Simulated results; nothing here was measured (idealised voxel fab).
This section sets out a process module, namely voxel trench capacitor.
We display cut, a cross-section 225 nm in width whose square cells are each 5 nm.
When this document writes out a cross-section, it uses a grid of square cells and lists it as bands, beginning at the top and moving down, with a band standing for one or more rows of cells. First you get the band's top height and its bottom height, in nm, and then the materials it's made of, left to right, with each width in nm. If you see a single material with "full width", that one covers the band edge to edge. "empty" is empty space. Ref level 0: as-received wafer is one material below here. Bottom band extends down with no lower bound ("0 nm and below"). The width entry "30..40" should be interpreted row by row: the top row of cells in the band takes the first number, the bottom row takes the second number, and the change between adjacent rows is uniform throughout. "no modifications", as given for a step, is the statement that not any cell of the cross-section underwent a change during that step. If an empty space has no open way to the top and is at least 8 cells in size, "Encapsulated voids" lists it, written width x height at distance, where distance is measured from the left edge and every value is in nm. If you see something after the settings on a step's line, that's the simulator's own remark about that step. Regarding "overlay nm": on a step with a mask, it is the distance the mask lay to the right of its planned place; a negative value places it to the left.
**These are the steps we planned for the process**
1. RECEIVE | material Si
2. CONFORMAL_DEP | material SiN | thk nm 10
3. MASKED_ETCH | tone open | mask id TRENCH | width nm 15 | pitch nm 45 | etch materials SiN | depth nm 10 | overlay nm 0
4. MASKED_ETCH | tone open | mask id TRENCH | width nm 15 | pitch nm 45 | etch materials Si | depth nm 40 | overlay nm 0
5. CONFORMAL_DEP | material SiO2 | thk nm 5
6. FILL_DEP | material polySi | thk nm 5
7. CMP | height nm 10
Don't read the plan's width nm for step 3 as applying to every wafer: that's the first wafer's value, and the wafers differ in it, though they all start identical.
**The first of several wafers, as received after step 1, seen in section**
* 0 nm and below = Si full width
* Encapsulated voids: none
**Below: a row per wafer. Contents at end of module: for every material, cells gained since receipt (+) or lost since receipt (-); then closed voids**
width nm 15 | -48 Si | +78 SiN | +42 SiO2 | +18 polySi | Encapsulated voids: none
width nm 20 | -48 Si | +74 SiN | +44 SiO2 | +20 polySi | Encapsulated voids: none
width nm 25 | -48 Si | +70 SiN | +46 SiO2 | +22 polySi | Encapsulated voids: none
width nm 30 | -48 Si | +66 SiN | +48 SiO2 | +24 polySi | Encapsulated voids: none
